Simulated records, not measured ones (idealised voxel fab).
This section sets out a process module, namely voxel local oxidation.
This is section cut - it's 150 nm across, gridded in 5 nm square cells.
Cross-section spec: square-cell grid; bands listed top down; each band is one or more rows. Per band: top height and bottom height in nm, followed by the left-to-right materials and their widths in nm; "full width" marks a single material spanning edge to edge, "blank" marks empty space. Beneath 0, the wafer as received is one material, and that level is where height counting begins. The lowest band goes on downward without a bottom; it is written like "0 nm and below". When a width is written as two numbers, as in "30->40", the first number is the width in the top row of cells of the band and the second is the width in its bottom row, and the width changes by the same amount from each row to the next. "remained the same" for a step: no cell of the cross-section changed in that step. In "Closed void table" the enclosed voids are listed, meaning empty spaces of 8 cells or larger without any opening to the top. The form is width x height at distance, distance from the left edge, units nm. On each step's line, the part that comes after the settings is the simulator's own comment on the step. overlay nm: where the mask lay relative to plan, measured to the right, on steps with a mask; negatives go left.
These are the steps we planned for the process
1,RECEIVE | material Si
2,OXIDIZE | depth nm 5
3,CONFORMAL_DEP | material SiN | thk nm 15
4,DIRECTIONAL_DEP | material aC | thk nm 15
5,PATTERN | tone cover | mask id ACTIVE | material resist | width nm 95 | thk nm 30 | overlay nm 0
6,DIRECTIONAL_ETCH | etch materials aC | depth nm 15
7,STRIP | etch materials resist
8,DIRECTIONAL_ETCH | etch materials SiN | depth nm 15
9,STRIP | etch materials aC
10,SELECTIVE_ETCH | etch materials SiO2 | depth nm 5
11,OXIDIZE | depth nm 15
12,STRIP | etch materials SiN
Cross-section of the wafer at receipt, which is the condition after step 1
> 0 nm and below: Si full width
> Closed void table: none
first wafer at the end, as planned
> 0 nm to -5 nm: 30 blank, 85 SiO2, 35 blank
> -5 nm to -20 nm: 45 SiO2, 55 Si, 50 SiO2
> -20 nm and below: Si full width
> Closed void table: none
This is the second of the two wafers, cross-sectioned at the end of the module; it started exactly like the first and was given the same plan, but it was run with one mistake
> 0 nm to -5 nm: 30 blank, 90 SiO2, 30 blank
> -5 nm to -20 nm: 45 SiO2, 60 Si, 45 SiO2
> -20 nm and below: Si full width
> Closed void table: none
What broke from the plan during processing? step 5 changed vs plan, executed as PATTERN | tone cover | mask id ACTIVE | material resist | width nm 100 | thk nm 30 | overlay nm 0
Cell-count delta at end, second wafer over first, by material: Si +3; SiO2 -2
